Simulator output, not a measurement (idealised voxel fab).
process module | voxel capacitor over wiring
cross-section cut | 215 nm wide | cells 5 nm
A cross-section is a grid of square cells, given in bands from the top down. A band is one or more rows of cells.
Each band's line starts with the height of the band's top and of its bottom, in nm. Then come its materials from left to right, each with its width in nm. One material with "throughout" fills the band from edge to edge. "air" is empty space.
Height 0 is the level under which the wafer as received is all one material. The lowest band goes on downwards, as in "0 down".
A width such as "30 to 40" changes by the same amount from each row of cells to the next, from the band's top row to its bottom row.
"no change" after a step means that no cell of the cross-section changed.
closed voids: empty space of 8 cells or more with no open way to the top, each as width x height at its distance from the left edge, in nm
after a step's settings: what the simulator itself notes on the step
overlay nm, on a step with a mask: how far to the right of its planned place the mask lay; to the left if negative
plan
1 op RECEIVE | material Si
2 op CONFORMAL_DEP | material SiO2 | thk nm 15
3 op DIRECTIONAL_DEP | material TiN | thk nm 5
4 op DIRECTIONAL_DEP | material Ru | thk nm 25
5 op PATTERN | tone cover | mask id METAL_1 | material resist | width nm 20 | pitch nm 80 | thk nm 15 | overlay nm 0
6 op DIRECTIONAL_ETCH | etch materials Ru | depth nm 25
7 op DIRECTIONAL_ETCH | etch materials TiN | depth nm 5
8 op STRIP | etch materials resist
9 op FILL_DEP | material SiO2 | thk nm 5
10 op CMP | height nm 45
11 op CONFORMAL_DEP | material SiCN | thk nm 5
12 op DIRECTIONAL_DEP | material SiO2 | thk nm 10
13 op PATTERN | tone open | mask id PLUG_1 | material resist | width nm 15 | thk nm 15 | overlay nm 0
14 op DIRECTIONAL_ETCH | etch materials SiO2 | depth nm 10
15 op DIRECTIONAL_ETCH | etch materials SiCN | depth nm 5
16 op STRIP | etch materials resist
17 op EPI | material Ru | thk nm 10
18 op EPI | material Ru | thk nm 5
19 op DIRECTIONAL_DEP | material TiN | thk nm 10
20 op DIRECTIONAL_DEP | material Al2O3 | thk nm 5
21 op DIRECTIONAL_DEP | material TiN | thk nm 5
22 op DIRECTIONAL_DEP | material aC | thk nm 15
23 op PATTERN | tone cover | mask id UPPER_PLATE | material resist | width nm 65 | thk nm 30 | overlay nm 0
24 op DIRECTIONAL_ETCH | etch materials aC | depth nm 15
25 op STRIP | etch materials resist
26 op DIRECTIONAL_ETCH | etch materials TiN | depth nm 5
27 op DIRECTIONAL_ETCH | etch materials Al2O3 | depth nm 5
28 op STRIP | etch materials aC
29 op PATTERN | tone cover | mask id LOWER_PLATE | material resist | width nm 75 | thk nm 20 | overlay nm 0
30 op DIRECTIONAL_ETCH | etch materials TiN | depth nm 10
31 op STRIP | etch materials resist
32 op FILL_DEP | material SiO2 | thk nm 15
33 op CMP | height nm 90
34 op PATTERN | tone open | mask id PLUG_2 | material resist | width nm 15 | thk nm 15 | overlay nm 0
35 op DIRECTIONAL_ETCH | etch materials SiO2 | depth nm 10
36 op STRIP | etch materials resist
37 op CONFORMAL_DEP | material TiN | thk nm 5
38 op FILL_DEP | material W | thk nm 10
39 op CMP | height nm 90
40 op CONFORMAL_DEP | material SiCN | thk nm 5
as received, after step 1
  0 down: Si throughout
  closed voids: none
a wafer at the end: this start, this plan, one mistake
  95 to 90: SiCN throughout
  90 to 85: SiO2 70 | TiN 5 | W 5 | TiN 5 | SiO2 130
  85 to 75: SiO2 70 to 75 | TiN 15 to 50 | SiO2 130 to 90
  75 to 70: SiO2 75 | Al2O3 50 | SiO2 90
  70 to 65: SiO2 55 | TiN 5 | SiO2 15 | TiN 55 | SiO2 85
  65 to 60: SiO2 55 | TiN 75 | SiO2 85
  60 to 55: SiO2 60 | Al2O3 15 | SiO2 140
  55 to 50: SiO2 60 | TiN 15 | SiO2 140
  50 to 45: SiCN 60 | TiN 15 | SiCN 140
  45 to 40: SiO2 throughout
  40 to 15: SiO2 55 | Ru 20 | SiO2 60 | Ru 20 | SiO2 60
  15 to 0: SiO2 throughout
  0 down: Si throughout
  closed voids: none
what went wrong: step 3 was left out
